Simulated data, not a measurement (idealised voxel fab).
Process module name: voxel self aligned contacts
Section shown: cut. Width: 205 nm. Cell size: 5 nm, square.
In what follows, cross-sections appear as grids of square cells, described through bands that run from the top down, where every band is one or more rows of cells.
Heads up on the band format: heights come first, top then bottom, in nm. After that it's the materials left to right, each with its width in nm. A single material flagged "edge to edge" fills the whole band edge to edge, and "blank" means there's empty space there.
Height reference: 0 = level under which incoming wafer is all one material. Lowest band: no bottom, runs on downward, e.g. "0 and below".
A width given as "30->40" starts at the first number in the band's top row and ends at the second number in its bottom row, shifting by an equal amount at every step from row to row.
"no alterations made" for a step: no cell of the cross-section changed in that step.
"Encapsulated voids" contains a list of empty spaces, each no smaller than 8 cells and without an open way to the top, written in the form width x height at distance with the distance from the left edge and all three in nm.
It should be noted that, on the line of a given step, the content following the step's settings is a remark produced by the simulator itself with respect to that step.
Among the settings permitted on a step's line is "overlay nm"; applied to a step with a mask, it specifies the extent to which the mask lay to the right of its planned position, whereas a negative figure signifies a position to the left.
### Below is the list of planned process steps
step 1: RECEIVE | material Si
step 2: OXIDIZE | depth nm 5
step 3: DIRECTIONAL_DEP | material polySi | thk nm 30
step 4: DIRECTIONAL_DEP | material SiN | thk nm 20
step 5: MASKED_ETCH | tone cover | mask id GATE | width nm 25 | pitch nm 50 | etch materials SiN | depth nm 20 | overlay nm 0
step 6: MASKED_ETCH | tone cover | mask id GATE | width nm 25 | pitch nm 50 | etch materials polySi | depth nm 30 | overlay nm 0
step 7: CONFORMAL_DEP | material SiN | thk nm 5
step 8: DIRECTIONAL_ETCH | etch materials SiN | depth nm 5
step 9: FILL_DEP | material SiO2 | thk nm 10
step 10: CMP | height nm 55
step 11: DIRECTIONAL_DEP | material aC | thk nm 10
step 12: PATTERN | tone open | mask id CONTACT | material resist | width nm 35 | thk nm 25 | overlay nm 0
step 13: DIRECTIONAL_ETCH | etch materials aC | depth nm 10
step 14: STRIP | etch materials resist
step 15: DIRECTIONAL_ETCH | etch materials SiO2 | depth nm 60
step 16: STRIP | etch materials aC
step 17: CONFORMAL_DEP | material TiN | thk nm 5
step 18: FILL_DEP | material W | thk nm 10
step 19: CMP | height nm 55
step 20: CONFORMAL_DEP | material SiCN | thk nm 5
### Wafer at receipt (post step 1), cross-section
* 0 and below: Si edge to edge
* Encapsulated voids: none
### Looking at the first of two wafers in cross-section at end of module - ran to plan
* 60 down to 55: SiCN edge to edge
* 55 down to 50: 85 SiO2, 15 TiN, 5 W, 15 TiN, 85 SiO2
* 50 down to 30: 60 SiO2, 35 SiN, 5 TiN, 5 W, 5 TiN, 35 SiN, 60 SiO2
* 30 down to 0: 60 SiO2, 5 SiN, 25 polySi, 5 SiN, 5 TiN, 5 W, 5 TiN, 5 SiN, 25 polySi, 5 SiN, 60 SiO2
* 0 down to -5: 95 SiO2, 15 TiN, 95 SiO2
* -5 and below: Si edge to edge
* Encapsulated voids: none
### Wafer two cross-section, module end. Start and plan unchanged from wafer one; one mistake made during the run
* 60 down to 55: SiCN edge to edge
* 55 down to 50: 85 SiO2, 15 TiN, 5 W, 15 TiN, 85 SiO2
* 50 down to 35: 60 SiO2, 35 SiN, 5 TiN, 5 W, 5 TiN, 35 SiN, 60 SiO2
* 35 down to 30: 60 SiO2, 35 SiN, 15 TiN, 35 SiN, 60 SiO2
* 30 down to 0: SiCN edge to edge
* 0 down to -5: SiO2 edge to edge
* -5 and below: Si edge to edge
* Encapsulated voids: none
The plan and the run diverged here: step 3 did not use the planned setting and instead ran as DIRECTIONAL_DEP | material SiCN | thk nm 30
FYI, end of process, the second wafer has more or fewer cells of some materials than the first: +246 SiCN, -24 SiN, -141 SiO2, -14 TiN, -7 W, -60 polySi
